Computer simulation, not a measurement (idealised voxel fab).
The following is a process module called voxel ribs on slabs.
Cross-section cut spans 190 nm and uses square cells 5 nm in size.
The cross-sections in this document take the form of a grid made of square cells. They are written out as bands, in order from top to bottom. Each band consists of one or more rows of cells.
For a band, the entry starts with two heights in nm, that of the top and then that of the bottom, and carries on with the band's materials in order from left to right, each alongside its width in nm; the word "full width" beside a single material means it fills the band edge to edge, and "blank" means empty space.
Counting heights begins at 0, where everything beneath is, in the wafer as received, one material. The lowest band has no bottom; it goes on downwards, as "0 -> down" shows.
Width: "30..40" (first number = top row, second number = bottom row, same change from row to row of cells).
Step marked "left unchanged"? Then no cell in the cross-section changed in it.
The entry "Trapped voids" lists the empty spaces that cover at least 8 cells and have no open path to the top. Each is written as width x height at distance, where the distance is measured from the left edge and all three values are in nm.
Heads up: the bit after the settings on a step's line is the simulator's remark on that step.
The line of a step may include "overlay nm". On a step with a mask, this value is how far to the right of its planned place the mask lay. A negative value means the mask lay to the left.

Here's what the planned process steps look like
| 1 | RECEIVE (material Si) |
| 2 | DIRECTIONAL_DEP (material SiO2; thk nm 20) |
| 3 | DIRECTIONAL_DEP (material SiN; thk nm 15) |
| 4 | PATTERN (tone cover; mask id RIB; material resist; width nm 25; thk nm 20; overlay nm 0) |
| 5 | DIRECTIONAL_ETCH (etch materials SiN; depth nm 10) |
| 6 | STRIP (etch materials resist) |
| 7 | MASKED_ETCH (tone cover; mask id SLAB; width nm 75; etch materials SiN; depth nm 5; overlay nm 0) |
| 8 | FILL_DEP (material SiO2; thk nm 15) |
| 9 | CMP (height nm 50) |
| 10 | DIRECTIONAL_DEP (material W; thk nm 5) |
| 11 | PATTERN (tone cover; mask id HEATER; material resist; width nm 35; thk nm 20; overlay nm 0) |
| 12 | DIRECTIONAL_ETCH (etch materials W; depth nm 5) |
| 13 | STRIP (etch materials resist) |
| 14 | CONFORMAL_DEP (material SiN; thk nm 10) |
The plan shows the thk nm of step 2 as the first wafer had it; this setting differs between the wafers, which start out alike.

Here's the first of the wafers in cross-section, just as we got it, i.e. after step 1
  0 -> down = Si full width
  Trapped voids: none

First of several wafers in cross-section at module end, following the final step, step 14
  65 -> 60 = blank 65 nm | SiN 55 nm | blank 70 nm
  60 -> 55 = SiN full width
  55 -> 50 = SiN 75 nm | W 35 nm | SiN 80 nm
  50 -> 35 = SiO2 full width
  35 -> 25 = SiO2 80 nm | SiN 25 nm | SiO2 85 nm
  25 -> 20 = SiO2 55 nm | SiN 75 nm | SiO2 60 nm
  20 -> 0 = SiO2 full width
  0 -> down = Si full width
  Trapped voids: none

Final wafer of several, shown in cross-section at the end of the module
  65 -> 60 = blank 65 nm | SiN 55 nm | blank 70 nm
  60 -> 55 = SiN full width
  55 -> 50 = SiN 75 nm | W 35 nm | SiN 80 nm
  50 -> 40 = SiO2 80..55 nm | SiN 25..75 nm | SiO2 85..60 nm
  40 -> 0 = SiO2 full width
  0 -> down = Si full width
  Trapped voids: none

Rows = wafers. At module end, each row lists per material the cells gained (+) or lost (-) since the wafer was received, then the closed voids
thk nm 20, +105 SiN, +355 SiO2, +7 W, Trapped voids: none
thk nm 25, +105 SiN, +355 SiO2, +7 W, Trapped voids: none
thk nm 30, +105 SiN, +355 SiO2, +7 W, Trapped voids: none
thk nm 35, +105 SiN, +355 SiO2, +7 W, Trapped voids: none
thk nm 40, +100 SiN, +360 SiO2, +7 W, Trapped voids: none
